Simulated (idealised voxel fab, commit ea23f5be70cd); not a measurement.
Process module, titled voxel fin reveal
We display cut, a cross-section 250 nm in width whose square cells are each 5 nm.
How to read a cross-section here: the picture is a grid of square cells, written as bands going from the top down, and any band can span one or more rows of cells.
In this notation a band is specified by the heights of its top and bottom, in that order and in nm, after which its materials appear from left to right, each paired with its width in nm. The word "everywhere" attached to a single material means that material fills the band from edge to edge; the word "air" stands for empty space.
Height is counted from the level 0, under which the received wafer is composed throughout of one material. The lowest of the bands is not closed at the bottom but continues downward, in the notation "z 0 and below".
Quick explanation for "30 to 40": the width changes in equal steps down the rows of cells, from the first number in the band's top row to the second number in its bottom row.
You'll sometimes find "no modifications" written for a step, and that's the way of saying that nowhere in the cross-section did a cell change during that step.
In "Closed-off voids" the enclosed voids are listed, meaning empty spaces of 8 cells or larger without any opening to the top. The form is width x height at distance, distance from the left edge, units nm.
Whatever follows a step's settings on its line is a remark the simulator itself makes about that step.
You can add "overlay nm" to a step's line. For a step with a mask, it describes how far the mask lay to the right of its planned position, and a negative number describes a lay to the left.
**So here's the lineup of process steps we planned**
1 RECEIVE (material Si)
2 CONFORMAL_DEP (material SiN; thk nm 5)
3 DIRECTIONAL_DEP (material aC; thk nm 15)
4 PATTERN (tone cover; mask id FINS; material resist; width nm 15; pitch nm 35; thk nm 35; overlay nm 0)
5 DIRECTIONAL_ETCH (etch materials aC; depth nm 15)
6 STRIP (etch materials resist)
7 DIRECTIONAL_ETCH (etch materials SiN; depth nm 5)
8 DIRECTIONAL_ETCH (etch materials Si; depth nm 35)
9 STRIP (etch materials aC)
10 OXIDIZE (depth nm 5)
11 FILL_DEP (material SiO2; thk nm 15)
12 CMP (height nm 5)
13 SELECTIVE_ETCH (etch materials SiO2; depth nm 25)
14 STRIP (etch materials SiN)
**Wafer, first of two, run as planned**
**Incoming wafer in cross-section (state: after step 1)**
* z 0 and below | Si everywhere
* Closed-off voids: none
**Once step 2 is through, the wafer looks like this in cross-section**
* z 5 to 0 | SiN everywhere
* Below 0, no change.
**Once step 3 is through, the wafer looks like this in cross-section**
* z 20 to 5 | aC everywhere
* Below 5, no change.
**Once step 4 is through, the wafer looks like this in cross-section**
* z 55 to 20 | 80 nm air | 15 nm resist | 20 nm air | 15 nm resist | 20 nm air | 15 nm resist | 85 nm air
* Below 20, no change.
**Once step 5 is through, the wafer looks like this in cross-section**
* z 40 to 20 | 80 nm air | 15 nm resist | 20 nm air | 15 nm resist | 20 nm air | 15 nm resist | 85 nm air
* z 20 to 5 | 80 nm air | 15 nm aC | 20 nm air | 15 nm aC | 20 nm air | 15 nm aC | 85 nm air
* Below 5, no change.
**Once step 6 is through, the wafer looks like this in cross-section**
* z 20 to 5 | 80 nm air | 15 nm aC | 20 nm air | 15 nm aC | 20 nm air | 15 nm aC | 85 nm air
* Below 5, no change.
**Once step 7 is through, the wafer looks like this in cross-section**
* z 20 to 5 | 80 nm air | 15 nm aC | 20 nm air | 15 nm aC | 20 nm air | 15 nm aC | 85 nm air
* z 5 to 0 | 80 nm air | 15 nm SiN | 20 nm air | 15 nm SiN | 20 nm air | 15 nm SiN | 85 nm air
* Below 0, no change.
**Once step 8 is through, the wafer looks like this in cross-section**
* z 20 to 5 | 80 nm air | 15 nm aC | 20 nm air | 15 nm aC | 20 nm air | 15 nm aC | 85 nm air
* z 5 to 0 | 80 nm air | 15 nm SiN | 20 nm air | 15 nm SiN | 20 nm air | 15 nm SiN | 85 nm air
* z 0 to -35 | 80 nm air | 15 nm Si | 20 nm air | 15 nm Si | 20 nm air | 15 nm Si | 85 nm air
* Below -35, no change.
**Once step 9 is through, the wafer looks like this in cross-section**
* z 5 to 0 | 80 nm air | 15 nm SiN | 20 nm air | 15 nm SiN | 20 nm air | 15 nm SiN | 85 nm air
* Below 0, no change.
**Once step 10 is through, the wafer looks like this in cross-section**
* z 5 to 0 | 80 nm air | 15 nm SiN | 20 nm air | 15 nm SiN | 20 nm air | 15 nm SiN | 85 nm air
* z 0 to -35 | 80 nm air | 5 nm SiO2 | 5 nm Si | 5 nm SiO2 | 20 nm air | 5 nm SiO2 | 5 nm Si | 5 nm SiO2 | 20 nm air | 5 nm SiO2 | 5 nm Si | 5 nm SiO2 | 85 nm air
* z -35 to -40 | 85 nm SiO2 | 5 nm Si | 30 nm SiO2 | 5 nm Si | 30 nm SiO2 | 5 nm Si | 90 nm SiO2
* Below -40, no change.
**Once step 11 is through, the wafer looks like this in cross-section**
* z 20 to 5 | SiO2 everywhere
* z 5 to 0 | 80 nm SiO2 | 15 nm SiN | 20 nm SiO2 | 15 nm SiN | 20 nm SiO2 | 15 nm SiN | 85 nm SiO2
* z 0 to -40 | 85 nm SiO2 | 5 nm Si | 30 nm SiO2 | 5 nm Si | 30 nm SiO2 | 5 nm Si | 90 nm SiO2
* Below -40, no change.
**Once step 12 is through, the wafer looks like this in cross-section**
* z 5 to 0 | 80 nm SiO2 | 15 nm SiN | 20 nm SiO2 | 15 nm SiN | 20 nm SiO2 | 15 nm SiN | 85 nm SiO2
* Below 0, no change.
**Once step 13 is through, the wafer looks like this in cross-section**
* z 5 to 0 | 80 nm air | 15 nm SiN | 20 nm air | 15 nm SiN | 20 nm air | 15 nm SiN | 85 nm air
* z 0 to -20 | 85 nm air | 5 nm Si | 30 nm air | 5 nm Si | 30 nm air | 5 nm Si | 90 nm air
* Below -20, no change.
**Once step 14 is through, the wafer looks like this in cross-section**
* z 0 to -20 | 85 nm air | 5 nm Si | 30 nm air | 5 nm Si | 30 nm air | 5 nm Si | 90 nm air
* Below -20, no change.
**Regarding the second of the two wafers: it shared the first wafer's starting condition and process plan, yet one error occurred during its execution. Its history coincides with that of the first wafer up to and including step 11**
Cross-section of the second wafer when, according to plan, step 12 should have finished: no modifications
**Cross-section of the second wafer when, according to plan, step 13 should have finished**
* z 5 to 0 | 80 nm air | 15 nm SiN | 20 nm air | 15 nm SiN | 20 nm air | 15 nm SiN | 85 nm air
* z 0 to -5 | 85 nm air | 5 nm Si | 30 nm air | 5 nm Si | 30 nm air | 5 nm Si | 90 nm air
* Below -5, no change.
**Cross-section of the second wafer when, according to plan, step 14 should have finished**
* z 0 to -5 | 85 nm air | 5 nm Si | 30 nm air | 5 nm Si | 30 nm air | 5 nm Si | 90 nm air
* Below -5, no change.
Short version of what went wrong: step 12 of the plan did not run at all; it was left out
at the end the second wafer has, in cells: +141 SiO2
